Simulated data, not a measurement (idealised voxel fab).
The name of this process module is voxel gate over fins.
Cross-sectional view cut (width: 155 nm; square cell size: 5 nm).
Cross-sections here: square-cell grids, written as top-down lists of bands, a band being one or more rows of cells. Top height, bottom height, nm. Materials left to right, width each, nm. Single material + "all across" = fills band edge to edge. "empty" = empty. Heights are expressed relative to 0, this being the level below which the as-received wafer comprises one material exclusively. The lowest band is unbounded in the downward direction and is denoted as in "from 0 down". Graded width ("30->40"): value in top row of band = first number; value in bottom row = second number; row-to-row change constant. Take "remains unaltered" at face value: in the step it is given for, the cross-section changed in none of its cells. This entry, "Enclosed empty spaces", enumerates those empty regions of no fewer than 8 cells that possess no open connection to the top. Each region is reported in the form width x height at distance, the distance being taken from the left edge, with all three quantities expressed in nm. Anything after a step's settings on that line? It's the simulator's own note about the step. Steps that use a mask can have "overlay nm" on their line. It says how far the mask sat to the right of where it was meant to be. Negative means to the left.
INTENDED PROCESS STEPS
1. RECEIVE | material Si
2. CONFORMAL_DEP | material SiN | thk nm 5
3. PATTERN | tone cover | mask id FINS | material resist | width nm 15 | pitch nm 35 | thk nm 15 | overlay nm 0
4. DIRECTIONAL_ETCH | etch materials SiN | depth nm 5
5. DIRECTIONAL_ETCH | etch materials Si | depth nm 30
6. STRIP | etch materials resist
7. OXIDIZE | depth nm 5
8. FILL_DEP | material SiO2 | thk nm 15
9. CMP | height nm 5
10. SELECTIVE_ETCH | etch materials SiO2 | depth nm 15
11. STRIP | etch materials SiN
12. CONFORMAL_DEP | material HfO2 | thk nm 5
13. CONFORMAL_DEP | material TiN | thk nm 5
14. FILL_DEP | material W | thk nm 10
15. CMP | height nm 15
16. CONFORMAL_DEP | material SiCN | thk nm 10
THE CROSS-SECTION HERE SHOWS THE WAFER AS RECEIVED, I.E. IN ITS STATE AFTER STEP 1
	from 0 down  Si all across
	Enclosed empty spaces: none
FIRST WAFER OF TWO, SECTIONED AT END OF MODULE; RUN WENT PER PLAN
	from 25 to 15  SiCN all across
	from 15 to 10  W all across
	from 10 to 5  45 nm W | 25 nm TiN | 10 nm W | 25 nm TiN | 50 nm W
	from 5 to 0  45 nm W | 5 nm TiN | 15 nm HfO2 | 5 nm TiN | 10 nm W | 5 nm TiN | 15 nm HfO2 | 5 nm TiN | 50 nm W
	from 0 to -5  50 nm TiN | 5 nm HfO2 | 5 nm Si | 5 nm HfO2 | 20 nm TiN | 5 nm HfO2 | 5 nm Si | 5 nm HfO2 | 55 nm TiN
	from -5 to -10  55 nm HfO2 | 5 nm Si | 30 nm HfO2 | 5 nm Si | 60 nm HfO2
	from -10 to -35  55 nm SiO2 | 5 nm Si | 30 nm SiO2 | 5 nm Si | 60 nm SiO2
	from -35 down  Si all across
	Enclosed empty spaces: none
THIS IS THE SECOND OF THE TWO WAFERS, CROSS-SECTIONED AT THE END OF THE MODULE; IT STARTED EXACTLY LIKE THE FIRST AND WAS GIVEN THE SAME PLAN, BUT IT WAS RUN WITH ONE MISTAKE
	from 25 to 15  SiCN all across
	from 15 to 10  W all across
	from 10 to 5  55 nm TiN | 5 nm W | 30 nm TiN | 5 nm W | 60 nm TiN
	from 5 to 0  50 nm HfO2 | 5 nm TiN | 5 nm W | 5 nm TiN | 20 nm HfO2 | 5 nm TiN | 5 nm W | 5 nm TiN | 55 nm HfO2
	from 0 to -5  45 nm Si | 5 nm HfO2 | 15 nm TiN | 5 nm HfO2 | 10 nm Si | 5 nm HfO2 | 15 nm TiN | 5 nm HfO2 | 50 nm Si
	from -5 to -10  45 nm Si | 25 nm HfO2 | 10 nm Si | 25 nm HfO2 | 50 nm Si
	from -10 to -35  45 nm Si | 25 nm SiO2 | 10 nm Si | 25 nm SiO2 | 50 nm Si
	from -35 down  Si all across
	Enclosed empty spaces: none
So what did we get wrong on this run? heads up, step 3 didn't go per plan, it actually ran as PATTERN | tone open | mask id FINS | material resist | width nm 15 | pitch nm 35 | thk nm 15 | overlay nm 0
The closing comparison, in cells, has the second wafer with more or fewer of some materials than the first: Si: 133 more, SiO2: 95 fewer, W: 38 fewer
